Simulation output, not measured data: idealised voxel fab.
The process module presented herein is designated voxel transistor to metal.
This is section cut - it's 165 nm across, gridded in 5 nm square cells.
In what follows, cross-sections appear as grids of square cells, described through bands that run from the top down, where every band is one or more rows of cells. Within each band entry, the heights of the top and of the bottom of the band appear first, in that order and in nm; the materials of the band then follow from left to right, each with its corresponding width in nm. The designation "all across" on a single material indicates that it fills the band from edge to edge; the designation "empty" indicates empty space. It should be noted that heights are counted from 0, beneath which the wafer as supplied is of one material throughout, and that the lowest band possesses no lower boundary but continues downward, as written in "z 0 and below". When a width is written as two numbers, as in "30..40", the first number is the width in the top row of cells of the band and the second is the width in its bottom row, and the width changes by the same amount from each row to the next. Key: "no change occurred" - step with no changed cell in the cross-section. Empty spaces counting at least 8 cells and having no open way to the top are listed in "Non-vented voids". The notation width x height at distance is used for each, the distance being from the left edge and all three values in nm. Text after the settings on a step's line: the simulator's own remark on that step. Regarding "overlay nm": on a step with a mask, it is the distance the mask lay to the right of its planned place; a negative value places it to the left.

[The process steps that were planned are listed below]
1: RECEIVE,material Si
2: CONFORMAL_DEP,material SiO2,thk nm 5
3: CONFORMAL_DEP,material SiN,thk nm 15
4: MASKED_ETCH,tone cover,mask id ACTIVE,width nm 105,etch materials SiN,depth nm 15,overlay nm 0
5: MASKED_ETCH,tone cover,mask id ACTIVE,width nm 105,etch materials SiO2,depth nm 5,overlay nm 0
6: MASKED_ETCH,tone cover,mask id ACTIVE,width nm 105,etch materials Si,depth nm 25,overlay nm 0
7: FILL_DEP,material SiO2,thk nm 15
8: CMP,height nm 20
9: SELECTIVE_ETCH,etch materials SiO2,depth nm 10
10: STRIP,etch materials SiN
11: SELECTIVE_ETCH,etch materials SiO2,depth nm 5
12: OXIDIZE,depth nm 5
13: DIRECTIONAL_DEP,material polySi,thk nm 20
14: DIRECTIONAL_DEP,material SiCN,thk nm 15
15: DIRECTIONAL_DEP,material aC,thk nm 10
16: PATTERN,tone cover,mask id GATE,material resist,width nm 35,thk nm 25,overlay nm 0
17: DIRECTIONAL_ETCH,etch materials aC,depth nm 10
18: STRIP,etch materials resist
19: DIRECTIONAL_ETCH,etch materials SiCN,depth nm 25
20: DIRECTIONAL_ETCH,etch materials polySi,depth nm 30
21: STRIP,etch materials aC
22: CONFORMAL_DEP,material SiO2,thk nm 5
23: DIRECTIONAL_ETCH,etch materials SiO2,depth nm 5
24: CONFORMAL_DEP,material SiN,thk nm 10
25: DIRECTIONAL_ETCH,etch materials SiN,depth nm 10
26: DIRECTIONAL_ETCH,etch materials SiO2,depth nm 5
27: DIRECTIONAL_ETCH,etch materials Si,depth nm 5
28: EPI,material nSi,thk nm 10
29: FILL_DEP,material SiO2,thk nm 10
30: CMP,height nm 20
31: STRIP,etch materials polySi
32: SELECTIVE_ETCH,etch materials SiO2,depth nm 5
33: CONFORMAL_DEP,material HfO2,thk nm 5
34: CONFORMAL_DEP,material TiN,thk nm 5
35: FILL_DEP,material W,thk nm 10
36: CMP,height nm 15
37: DIRECTIONAL_DEP,material SiO2,thk nm 10
38: MASKED_ETCH,tone open,mask id CONTACT,width nm 15,pitch nm 80,etch materials SiO2,depth nm 20,overlay nm 0
39: CONFORMAL_DEP,material TiN,thk nm 5
40: FILL_DEP,material W,thk nm 5
41: CMP,height nm 25
42: CONFORMAL_DEP,material SiCN,thk nm 5
43: DIRECTIONAL_DEP,material SiO2,thk nm 20
44: DIRECTIONAL_DEP,material aC,thk nm 10
45: PATTERN,tone open,mask id METAL_1,material resist,width nm 15,pitch nm 80,thk nm 25,overlay nm 0
46: DIRECTIONAL_ETCH,etch materials aC,depth nm 10
47: STRIP,etch materials resist
48: DIRECTIONAL_ETCH,etch materials SiO2,depth nm 20
49: DIRECTIONAL_ETCH,etch materials SiCN,depth nm 5
50: STRIP,etch materials aC
51: CONFORMAL_DEP,material TiN,thk nm 5
52: FILL_DEP,material Cu,thk nm 10
53: CMP,height nm 50
54: CONFORMAL_DEP,material SiCN,thk nm 5
55: DIRECTIONAL_DEP,material lowk,thk nm 25
56: MASKED_ETCH,tone open,mask id METAL_2,width nm 15,pitch nm 80,etch materials lowk,depth nm 15,overlay nm 0
57: MASKED_ETCH,tone open,mask id METAL_2_HOLES,width nm 15,pitch nm 80,etch materials lowk,depth nm 10,overlay nm 0
58: MASKED_ETCH,tone open,mask id METAL_2_HOLES,width nm 15,pitch nm 80,etch materials SiCN,depth nm 5,overlay nm 0
59: CONFORMAL_DEP,material TiN,thk nm 5
60: FILL_DEP,material Ru,thk nm 5
61: CMP,height nm 80
62: CONFORMAL_DEP,material SiCN,thk nm 5

[Cross-section: wafer on arrival = after step 1]
  z 0 and below: Si all across
  Non-vented voids: none

[The cross-section shown corresponds to the wafer at the conclusion of the module. The initial structure and the process plan are those presented above; however, one mistake occurred in executing the plan]
  z 85 to 80: SiCN all across
  z 80 to 70: 35 of lowk  5 of TiN  5 of Ru  5 of TiN  65 of lowk  5 of TiN  5 of Ru  5 of TiN  35 of lowk
  z 70 to 65: 35 of SiCN  15 of TiN  65 of SiCN  15 of TiN  35 of SiCN
  z 65 to 55: Cu all across
  z 55 to 50: 40 of TiN  5 of Cu  75 of TiN  5 of Cu  40 of TiN
  z 50 to 30: 35 of SiO2  5 of TiN  5 of Cu  5 of TiN  65 of SiO2  5 of TiN  5 of Cu  5 of TiN  35 of SiO2
  z 30 to 25: 35 of SiCN  15 of TiN  65 of SiCN  15 of TiN  35 of SiCN
  z 25 to 15: 35 of SiO2  5 of TiN  5 of W  5 of TiN  65 of SiO2  5 of TiN  5 of W  5 of TiN  35 of SiO2
  z 15 to 10: 35 of SiO2  5 of TiN  5 of W  5 of TiN  10 of SiN  5 of HfO2  5 of TiN  25 of W  5 of TiN  5 of HfO2  10 of SiN  5 of TiN  5 of W  5 of TiN  35 of SiO2
  z 10 to 5: 35 of SiO2  15 of TiN  10 of SiN  5 of HfO2  5 of TiN  25 of W  5 of TiN  5 of HfO2  10 of SiN  15 of TiN  35 of SiO2
  z 5 to 0: 30 of SiO2  10 of SiN  10 of nSi  10 of SiN  5 of HfO2  35 of TiN  5 of HfO2  10 of SiN  10 of nSi  10 of SiN  30 of SiO2
  z 0 to -5: 40 of SiO2  10 of nSi  10 of SiO2  45 of HfO2  10 of SiO2  10 of nSi  40 of SiO2
  z -5 to -10: 30 of SiO2  10 of Si  10 of nSi  65 of Si  10 of nSi  10 of Si  30 of SiO2
  z -10 to -25: 30 of SiO2  105 of Si  30 of SiO2
  z -25 and below: Si all across
  Non-vented voids: none
Finding, execution versus plan: with respect to the plan, step 53 was omitted and not executed
